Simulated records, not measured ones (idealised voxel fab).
Process module heading - voxel transistor to metal
The cross-section on display is named cut; it measures 165 nm wide, and its cells are 5 nm squares.
Notation: cross-section as square-cell grid; stated in bands, top first, going down; one or more cell rows per band.
The band entry comprises the height of the band's top followed by the height of its bottom, expressed in nm, and subsequently the band's materials from left to right, each stated together with its width in nm. Where a single material is marked with the word "throughout", that material fills the band from edge to edge. The word "empty" represents empty space.
Height datum 0, below which the as-received substrate wafer is one material. Lowest band open at the bottom, running downward: "0 nm and below".
A two-number width, for instance "30 to 40", indicates that the width is equal to the first number in the top row of the band and to the second number in the bottom row, and that it changes by a constant amount per row of cells.
Step marked "remains unaltered"? Then no cell in the cross-section changed in it.
Under "Cavities, sealed" you'll find the enclosed gaps, the ones with no way out to the top, that are 8 cells or bigger; each reads width x height at distance, with distance counted from the left edge, everything in nm.
That trailing text on a step's line, after the settings, is the simulator's own remark on the step.
A step's line can hold "overlay nm"; with a mask on that step, the setting says how far right of the planned place the mask lay, while a negative setting says it lay to the left.
Below is the list of planned process steps
- 1: RECEIVE, material Si
- 2: CONFORMAL_DEP, material SiO2, thk nm 5
- 3: CONFORMAL_DEP, material SiN, thk nm 10
- 4: DIRECTIONAL_DEP, material aC, thk nm 15
- 5: PATTERN, tone cover, mask id ACTIVE, material resist, width nm 105, thk nm 30, overlay nm 0
- 6: DIRECTIONAL_ETCH, etch materials aC, depth nm 15
- 7: STRIP, etch materials resist
- 8: DIRECTIONAL_ETCH, etch materials SiN, depth nm 10
- 9: DIRECTIONAL_ETCH, etch materials SiO2, depth nm 5
- 10: DIRECTIONAL_ETCH, etch materials Si, depth nm 35
- 11: STRIP, etch materials aC
- 12: FILL_DEP, material SiO2, thk nm 10
- 13: CMP, height nm 15
- 14: SELECTIVE_ETCH, etch materials SiO2, depth nm 5
- 15: STRIP, etch materials SiN
- 16: SELECTIVE_ETCH, etch materials SiO2, depth nm 5
- 17: OXIDIZE, depth nm 5
- 18: DIRECTIONAL_DEP, material polySi, thk nm 30
- 19: DIRECTIONAL_DEP, material SiCN, thk nm 10
- 20: PATTERN, tone cover, mask id GATE, material resist, width nm 25, thk nm 20, overlay nm 0
- 21: DIRECTIONAL_ETCH, etch materials SiCN, depth nm 20
- 22: DIRECTIONAL_ETCH, etch materials polySi, depth nm 40
- 23: STRIP, etch materials resist
- 24: CONFORMAL_DEP, material SiN, thk nm 10
- 25: DIRECTIONAL_ETCH, etch materials SiN, depth nm 10
- 26: DIRECTIONAL_ETCH, etch materials SiO2, depth nm 5
- 27: DIRECTIONAL_ETCH, etch materials Si, depth nm 5
- 28: EPI, material pSi, thk nm 5
- 29: FILL_DEP, material SiO2, thk nm 10
- 30: CMP, height nm 40
- 31: DIRECTIONAL_DEP, material SiO2, thk nm 15
- 32: PATTERN, tone open, mask id CONTACT, material resist, width nm 20, pitch nm 65, thk nm 20, overlay nm 0
- 33: DIRECTIONAL_ETCH, etch materials SiO2, depth nm 60
- 34: STRIP, etch materials resist
- 35: CONFORMAL_DEP, material TiN, thk nm 5
- 36: FILL_DEP, material Ru, thk nm 5
- 37: CMP, height nm 55
- 38: DIRECTIONAL_DEP, material TiN, thk nm 5
- 39: DIRECTIONAL_DEP, material Ru, thk nm 20
- 40: PATTERN, tone cover, mask id METAL_1, material resist, width nm 15, pitch nm 80, thk nm 20, overlay nm 0
- 41: DIRECTIONAL_ETCH, etch materials Ru, depth nm 20
- 42: DIRECTIONAL_ETCH, etch materials TiN, depth nm 5
- 43: STRIP, etch materials resist
- 44: CONFORMAL_DEP, material SiN, thk nm 5
- 45: FILL_DEP, material lowk, thk nm 10
- 46: CMP, height nm 80
- 47: CONFORMAL_DEP, material SiN, thk nm 5
What sets these wafers apart? The width nm at step 32. They all start alike, and the plan carries the first wafer's value.
The as-received cross-section of the first of several wafers corresponds to the state after step 1
	0 nm and below | Si throughout
	Cavities, sealed: none
Last step of the module is step 47; after it, the first of several wafers in cross-section
	85 nm to 80 nm | SiN throughout
	80 nm to 60 nm | lowk=30, then SiN=5, then Ru=15, then SiN=5, then lowk=55, then SiN=5, then Ru=15, then SiN=5, then lowk=30
	60 nm to 55 nm | SiN=35, then TiN=15, then SiN=65, then TiN=15, then SiN=35
	55 nm to 40 nm | SiO2=40, then TiN=5, then Ru=10, then TiN=5, then SiO2=45, then TiN=5, then Ru=10, then TiN=5, then SiO2=40
	40 nm to 30 nm | SiO2=40, then TiN=5, then Ru=10, then TiN=5, then SiN=10, then SiCN=25, then SiN=10, then TiN=5, then Ru=10, then TiN=5, then SiO2=40
	30 nm to 5 nm | SiO2=40, then TiN=5, then Ru=10, then TiN=5, then SiN=10, then polySi=25, then SiN=10, then TiN=5, then Ru=10, then TiN=5, then SiO2=40
	5 nm to 0 nm | SiO2=25, then SiN=10, then SiO2=5, then TiN=5, then Ru=5, then TiN=10, then SiN=10, then polySi=25, then SiN=10, then TiN=10, then Ru=5, then TiN=5, then SiO2=5, then SiN=10, then SiO2=25
	0 nm to -5 nm | SiO2=35, then pSi=5, then TiN=15, then pSi=5, then SiO2=45, then pSi=5, then TiN=15, then pSi=5, then SiO2=35
	-5 nm to -10 nm | SiO2=30, then Si=5, then pSi=25, then Si=45, then pSi=25, then Si=5, then SiO2=30
	-10 nm to -35 nm | SiO2=30, then Si=105, then SiO2=30
	-35 nm and below | Si throughout
	Cavities, sealed: none
Of the several wafers, the last: cross-section at the end of the module
	85 nm to 80 nm | SiN throughout
	80 nm to 60 nm | lowk=30, then SiN=5, then Ru=15, then SiN=5, then lowk=55, then SiN=5, then Ru=15, then SiN=5, then lowk=30
	60 nm to 55 nm | SiN=35, then TiN=15, then SiN=65, then TiN=15, then SiN=35
	55 nm to 45 nm | SiO2=30, then TiN=5, then Ru=35, then TiN=5, then SiO2=20, then TiN=5, then Ru=35, then TiN=5, then SiO2=25
	45 nm to 40 nm | SiO2=30, then TiN=5, then Ru=20, then TiN=20, then SiO2=20, then TiN=15, then Ru=25, then TiN=5, then SiO2=25
	40 nm to 30 nm | SiO2=30, then TiN=5, then Ru=20, then TiN=5, then SiN=10, then SiCN=25, then SiN=10, then TiN=5, then Ru=25, then TiN=5, then SiO2=25
	30 nm to 10 nm | SiO2=30, then TiN=5, then Ru=20, then TiN=5, then SiN=10, then polySi=25, then SiN=10, then TiN=5, then Ru=25, then TiN=5, then SiO2=25
	10 nm to 5 nm | SiO2=30, then TiN=10, then Ru=15, then TiN=5, then SiN=10, then polySi=25, then SiN=10, then TiN=5, then Ru=15, then TiN=15, then SiO2=25
	5 nm to 0 nm | SiO2=25, then SiN=10, then TiN=10, then Ru=5, then TiN=10, then SiN=10, then polySi=25, then SiN=10, then TiN=10, then Ru=5, then TiN=10, then SiN=10, then SiO2=25
	0 nm to -5 nm | SiO2=35, then pSi=5, then TiN=15, then pSi=5, then SiO2=45, then pSi=5, then TiN=15, then pSi=5, then SiO2=35
	-5 nm to -10 nm | SiO2=30, then Si=5, then pSi=25, then Si=45, then pSi=25, then Si=5, then SiO2=30
	-10 nm to -35 nm | SiO2=30, then Si=105, then SiO2=30
	-35 nm and below | Si throughout
	Cavities, sealed: none
Wafer rows; end of module; cells per material since receipt: (+) gained, (-) lost; then closed voids
width nm 20, +66 Ru, -115 Si, +10 SiCN, +112 SiN, +294 SiO2, +58 TiN, +92 lowk, +14 pSi, +30 polySi, Cavities, sealed: none
width nm 25, +78 Ru, -115 Si, +10 SiCN, +112 SiN, +280 SiO2, +60 TiN, +92 lowk, +14 pSi, +30 polySi, Cavities, sealed: none
width nm 30, +90 Ru, -115 Si, +10 SiCN, +112 SiN, +266 SiO2, +62 TiN, +92 lowk, +14 pSi, +30 polySi, Cavities, sealed: none
width nm 35, +101 Ru, -115 Si, +10 SiCN, +112 SiN, +253 SiO2, +64 TiN, +92 lowk, +14 pSi, +30 polySi, Cavities, sealed: none
width nm 40, +112 Ru, -115 Si, +10 SiCN, +112 SiN, +240 SiO2, +66 TiN, +92 lowk, +14 pSi, +30 polySi, Cavities, sealed: none
width nm 45, +123 Ru, -115 Si, +10 SiCN, +112 SiN, +227 SiO2, +68 TiN, +92 lowk, +14 pSi, +30 polySi, Cavities, sealed: none
